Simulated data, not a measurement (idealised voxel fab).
A process module follows: voxel wiring stack.
Displayed cross-section: cut, width of 240 nm, square cells sized 5 nm.
Each cross-section below is a grid of square cells, stated as bands in top-down order, with one or more rows of cells making up each band.
For a band, the entry starts with two heights in nm, that of the top and then that of the bottom, and carries on with the band's materials in order from left to right, each alongside its width in nm; the word "edge to edge" beside a single material means it fills the band edge to edge, and "air" means empty space.
The reference from which all heights are counted is 0, the level beneath which the as-received wafer is entirely one material; the lowest band, having no lower bound, proceeds downward and is written after the example "0 down".
Quick explanation for "30..40": the width changes in equal steps down the rows of cells, from the first number in the band's top row to the second number in its bottom row.
Basically "no modifications" means that step didn't change any cell in the cross-section.
You'll see "Voids, enclosed" listing empty spaces that have no way open to the top, as long as they're 8 cells or more; the notation is width x height at distance, where the distance is from the left edge, and all of it is in nm.
On each step's line, the part that comes after the settings is the simulator's own comment on the step.
Each step line may optionally specify "overlay nm", which for a step with a mask gives the rightward distance between the mask's planned place and where it lay, a negative value indicating the leftward direction.
-- Here's what the planned process steps look like
| 1 | RECEIVE (material Si) |
| 2 | CONFORMAL_DEP (material SiO2; thk nm 15) |
| 3 | DIRECTIONAL_DEP (material TiN; thk nm 5) |
| 4 | DIRECTIONAL_DEP (material Ru; thk nm 15) |
| 5 | PATTERN (tone cover; mask id METAL_1; material resist; width nm 25; pitch nm 55; thk nm 15; overlay nm 0) |
| 6 | DIRECTIONAL_ETCH (etch materials Ru; depth nm 15) |
| 7 | DIRECTIONAL_ETCH (etch materials TiN; depth nm 5) |
| 8 | STRIP (etch materials resist) |
| 9 | CONFORMAL_DEP (material SiCN; thk nm 5) |
| 10 | FILL_DEP (material lowk; thk nm 5) |
| 11 | CMP (height nm 35) |
| 12 | CONFORMAL_DEP (material SiCN; thk nm 5) |
| 13 | DIRECTIONAL_DEP (material SiO2; thk nm 30) |
| 14 | DIRECTIONAL_DEP (material aC; thk nm 10) |
| 15 | PATTERN (tone open; mask id METAL_2_HOLES; material resist; width nm 15; pitch nm 55; thk nm 25; overlay nm 0) |
| 16 | DIRECTIONAL_ETCH (etch materials aC; depth nm 10) |
| 17 | STRIP (etch materials resist) |
| 18 | DIRECTIONAL_ETCH (etch materials SiO2; depth nm 30) |
| 19 | STRIP (etch materials aC) |
| 20 | DIRECTIONAL_DEP (material aC; thk nm 15) |
| 21 | PATTERN (tone open; mask id METAL_2; material resist; width nm 25; pitch nm 55; thk nm 35; overlay nm 0) |
| 22 | DIRECTIONAL_ETCH (etch materials aC; depth nm 15) |
| 23 | STRIP (etch materials resist) |
| 24 | DIRECTIONAL_ETCH (etch materials SiO2; depth nm 15) |
| 25 | DIRECTIONAL_ETCH (etch materials SiCN; depth nm 5) |
| 26 | STRIP (etch materials aC) |
| 27 | CONFORMAL_DEP (material TiN; thk nm 5) |
| 28 | FILL_DEP (material Ru; thk nm 5) |
| 29 | CMP (height nm 70) |
| 30 | CONFORMAL_DEP (material SiCN; thk nm 5) |
-- As-received state of the wafer in cross-section, equivalent to post-step 1
> 0 down  Si edge to edge
> Voids, enclosed: none
-- As-planned run: cross-section of the first of two wafers at end of module
> 75 to 70  SiCN edge to edge
> 70 to 60  SiO2=50, TiN=5, Ru=15, TiN=5, SiO2=30, TiN=5, Ru=15, TiN=5, SiO2=30, TiN=5, Ru=15, TiN=5, SiO2=55
> 60 to 55  SiO2=50, TiN=5, Ru=5, TiN=15, SiO2=30, TiN=5, Ru=5, TiN=15, SiO2=30, TiN=5, Ru=5, TiN=15, SiO2=55
> 55 to 40  SiO2=50, TiN=5, Ru=5, TiN=5, SiO2=40, TiN=5, Ru=5, TiN=5, SiO2=40, TiN=5, Ru=5, TiN=5, SiO2=65
> 40 to 35  SiCN=50, TiN=15, SiCN=40, TiN=15, SiCN=40, TiN=15, SiCN=65
> 35 to 20  lowk=45, SiCN=5, Ru=25, SiCN=5, lowk=20, SiCN=5, Ru=25, SiCN=5, lowk=20, SiCN=5, Ru=25, SiCN=5, lowk=50
> 20 to 15  SiCN=50, TiN=25, SiCN=30, TiN=25, SiCN=30, TiN=25, SiCN=55
> 15 to 0  SiO2 edge to edge
> 0 down  Si edge to edge
> Voids, enclosed: none
-- Cross-section of the latter of the two wafers at module completion. It had an identical start and an identical plan to the former; in running it, one mistake was made
> 75 to 70  SiCN edge to edge
> 70 to 60  SiO2=50, TiN=5, Ru=15, TiN=5, SiO2=30, TiN=5, Ru=15, TiN=5, SiO2=30, TiN=5, Ru=15, TiN=5, SiO2=55
> 60 to 55  SiO2=50, TiN=10, Ru=5, TiN=10, SiO2=30, TiN=10, Ru=5, TiN=10, SiO2=30, TiN=10, Ru=5, TiN=10, SiO2=55
> 55 to 40  SiO2=55, TiN=5, Ru=5, TiN=5, SiO2=40, TiN=5, Ru=5, TiN=5, SiO2=40, TiN=5, Ru=5, TiN=5, SiO2=60
> 40 to 35  SiCN=55, TiN=15, SiCN=40, TiN=15, SiCN=40, TiN=15, SiCN=60
> 35 to 20  lowk=45, SiCN=5, Ru=25, SiCN=5, lowk=20, SiCN=5, Ru=25, SiCN=5, lowk=20, SiCN=5, Ru=25, SiCN=5, lowk=50
> 20 to 15  SiCN=50, TiN=25, SiCN=30, TiN=25, SiCN=30, TiN=25, SiCN=55
> 15 to 0  SiO2 edge to edge
> 0 down  Si edge to edge
> Voids, enclosed: none
The plan and the run diverged here: planned and actual differ for step 15; actual: PATTERN (tone open; mask id METAL_2_HOLES; material resist; width nm 15; pitch nm 55; thk nm 25; overlay nm 5)
Comparing end states, the material composition by cell count is preserved from the first wafer to the second, while the locations of the cells are not.
